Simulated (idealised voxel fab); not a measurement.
Herein follows the process module entitled voxel double patterning.
Shown is cross-section cut, with a width of 145 nm and square cells of size 5 nm.
A cross-section is written here as square cells arranged in a grid, and it is given in bands from the top down, each band taking up one or more rows of cells. The band entry comprises the height of the band's top followed by the height of its bottom, expressed in nm, and subsequently the band's materials from left to right, each stated together with its width in nm. Where a single material is marked with the word "all across", that material fills the band from edge to edge. The word "blank" represents empty space. Height reference: 0 = level under which incoming wafer is all one material. Lowest band: no bottom, runs on downward, e.g. "0 and below". Top row gets the first number, bottom row gets the second, and each row in between changes by the same step: that is how a band width like "30->40" works. What does "left unchanged" mean for a step? It means no cell of the cross-section changed in that step. "Non-vented voids" - sealed voids, min. 8 cells, no opening to top; format: width x height at distance (distance from left edge; nm throughout). On each step's line, the part that comes after the settings is the simulator's own comment on the step. overlay nm: step with mask; distance mask lay right of planned place; negative value = left of planned place.
The planned process steps are enumerated hereunder:
1 RECEIVE: material Si
2 CONFORMAL_DEP: material SiO2, thk nm 10
3 DIRECTIONAL_DEP: material W, thk nm 15
4 DIRECTIONAL_DEP: material SiN, thk nm 5
5 DIRECTIONAL_DEP: material aC, thk nm 15
6 PATTERN: tone open, mask id FIRST, material resist, width nm 15, pitch nm 50, thk nm 30, overlay nm 0
7 DIRECTIONAL_ETCH: etch materials aC, depth nm 15
8 STRIP: etch materials resist
9 DIRECTIONAL_ETCH: etch materials SiN, depth nm 5
10 STRIP: etch materials aC
11 DIRECTIONAL_DEP: material aC, thk nm 15
12 PATTERN: tone open, mask id SECOND, material resist, width nm 15, thk nm 30, overlay nm 0
13 DIRECTIONAL_ETCH: etch materials aC, depth nm 15
14 STRIP: etch materials resist
15 DIRECTIONAL_ETCH: etch materials SiN, depth nm 5
16 STRIP: etch materials aC
17 DIRECTIONAL_ETCH: etch materials W, depth nm 15
18 STRIP: etch materials SiN
First of two wafers, processed according to plan:
Delivered wafer in cross-section: state after step 1:
- 0 and below: Si all across
- Non-vented voids: none
How the wafer stands in section after step 2:
- 10 down to 0: SiO2 all across
- Below 0, no change.
How the wafer stands in section after step 3:
- 25 down to 10: W all across
- Below 10, no change.
How the wafer stands in section after step 4:
- 30 down to 25: SiN all across
- Below 25, no change.
How the wafer stands in section after step 5:
- 45 down to 30: aC all across
- Below 30, no change.
How the wafer stands in section after step 6:
- 75 down to 45: resist=40 | blank=15 | resist=35 | blank=15 | resist=40
- Below 45, no change.
How the wafer stands in section after step 7:
- 60 down to 45: resist=40 | blank=15 | resist=35 | blank=15 | resist=40
- 45 down to 30: aC=40 | blank=15 | aC=35 | blank=15 | aC=40
- Below 30, no change.
How the wafer stands in section after step 8:
- 45 down to 30: aC=40 | blank=15 | aC=35 | blank=15 | aC=40
- Below 30, no change.
How the wafer stands in section after step 9:
- 45 down to 30: aC=40 | blank=15 | aC=35 | blank=15 | aC=40
- 30 down to 25: SiN=40 | blank=15 | SiN=35 | blank=15 | SiN=40
- Below 25, no change.
How the wafer stands in section after step 10:
- 30 down to 25: SiN=40 | blank=15 | SiN=35 | blank=15 | SiN=40
- Below 25, no change.
How the wafer stands in section after step 11:
- 45 down to 40: aC=40 | blank=15 | aC=35 | blank=15 | aC=40
- 40 down to 30: aC all across
- 30 down to 25: SiN=40 | aC=15 | SiN=35 | aC=15 | SiN=40
- Below 25, no change.
How the wafer stands in section after step 12:
- 75 down to 45: resist=65 | blank=15 | resist=65
- 45 down to 40: aC=40 | resist=15 | aC=35 | resist=15 | aC=40
- Below 40, no change.
How the wafer stands in section after step 13:
- 60 down to 45: resist=65 | blank=15 | resist=65
- 45 down to 40: aC=40 | resist=15 | aC=10 | blank=15 | aC=10 | resist=15 | aC=40
- 40 down to 30: aC=65 | blank=15 | aC=65
- Below 30, no change.
How the wafer stands in section after step 14:
- 45 down to 40: aC=40 | blank=15 | aC=10 | blank=15 | aC=10 | blank=15 | aC=40
- Below 40, no change.
How the wafer stands in section after step 15:
- 45 down to 40: aC=40 | blank=15 | aC=10 | blank=15 | aC=10 | blank=15 | aC=40
- 40 down to 30: aC=65 | blank=15 | aC=65
- 30 down to 25: SiN=40 | aC=15 | SiN=10 | blank=15 | SiN=10 | aC=15 | SiN=40
- Below 25, no change.
How the wafer stands in section after step 16:
- 30 down to 25: SiN=40 | blank=15 | SiN=10 | blank=15 | SiN=10 | blank=15 | SiN=40
- Below 25, no change.
How the wafer stands in section after step 17:
- 30 down to 25: SiN=40 | blank=15 | SiN=10 | blank=15 | SiN=10 | blank=15 | SiN=40
- 25 down to 10: W=40 | blank=15 | W=10 | blank=15 | W=10 | blank=15 | W=40
- Below 10, no change.
How the wafer stands in section after step 18:
- 25 down to 10: W=40 | blank=15 | W=10 | blank=15 | W=10 | blank=15 | W=40
- Below 10, no change.
Regarding the second of the two wafers: it shared the first wafer's starting condition and process plan, yet one error occurred during its execution. Its history coincides with that of the first wafer up to and including step 5:
Second wafer, cross-section, planned end of step 6:
- 75 down to 45: resist=45 | blank=15 | resist=35 | blank=15 | resist=35
- Below 45, no change.
Second wafer, cross-section, planned end of step 7:
- 60 down to 45: resist=45 | blank=15 | resist=35 | blank=15 | resist=35
- 45 down to 30: aC=45 | blank=15 | aC=35 | blank=15 | aC=35
- Below 30, no change.
Second wafer, cross-section, planned end of step 8:
- 45 down to 30: aC=45 | blank=15 | aC=35 | blank=15 | aC=35
- Below 30, no change.
Second wafer, cross-section, planned end of step 9:
- 45 down to 30: aC=45 | blank=15 | aC=35 | blank=15 | aC=35
- 30 down to 25: SiN=45 | blank=15 | SiN=35 | blank=15 | SiN=35
- Below 25, no change.
Second wafer, cross-section, planned end of step 10:
- 30 down to 25: SiN=45 | blank=15 | SiN=35 | blank=15 | SiN=35
- Below 25, no change.
Second wafer, cross-section, planned end of step 11:
- 45 down to 40: aC=45 | blank=15 | aC=35 | blank=15 | aC=35
- 40 down to 30: aC all across
- 30 down to 25: SiN=45 | aC=15 | SiN=35 | aC=15 | SiN=35
- Below 25, no change.
Second wafer, cross-section, planned end of step 12:
- 75 down to 45: resist=65 | blank=15 | resist=65
- 45 down to 40: aC=45 | resist=15 | aC=35 | resist=15 | aC=35
- Below 40, no change.
Second wafer, cross-section, planned end of step 13:
- 60 down to 45: resist=65 | blank=15 | resist=65
- 45 down to 40: aC=45 | resist=15 | aC=5 | blank=15 | aC=15 | resist=15 | aC=35
- 40 down to 30: aC=65 | blank=15 | aC=65
- Below 30, no change.
Second wafer, cross-section, planned end of step 14:
- 45 down to 40: aC=45 | blank=15 | aC=5 | blank=15 | aC=15 | blank=15 | aC=35
- Below 40, no change.
Second wafer, cross-section, planned end of step 15:
- 45 down to 40: aC=45 | blank=15 | aC=5 | blank=15 | aC=15 | blank=15 | aC=35
- 40 down to 30: aC=65 | blank=15 | aC=65
- 30 down to 25: SiN=45 | aC=15 | SiN=5 | blank=15 | SiN=15 | aC=15 | SiN=35
- Below 25, no change.
Second wafer, cross-section, planned end of step 16:
- 30 down to 25: SiN=45 | blank=15 | SiN=5 | blank=15 | SiN=15 | blank=15 | SiN=35
- Below 25, no change.
Second wafer, cross-section, planned end of step 17:
- 30 down to 25: SiN=45 | blank=15 | SiN=5 | blank=15 | SiN=15 | blank=15 | SiN=35
- 25 down to 10: W=45 | blank=15 | W=5 | blank=15 | W=15 | blank=15 | W=35
- Below 10, no change.
Second wafer, cross-section, planned end of step 18:
- 25 down to 10: W=45 | blank=15 | W=5 | blank=15 | W=15 | blank=15 | W=35
- Below 10, no change.
Want to know what went wrong? rather than as planned, step 6 actually ran as PATTERN: tone open, mask id FIRST, material resist, width nm 15, pitch nm 50, thk nm 30, overlay nm 5
Cell counts per material: same on both final wafers. Positions: different.
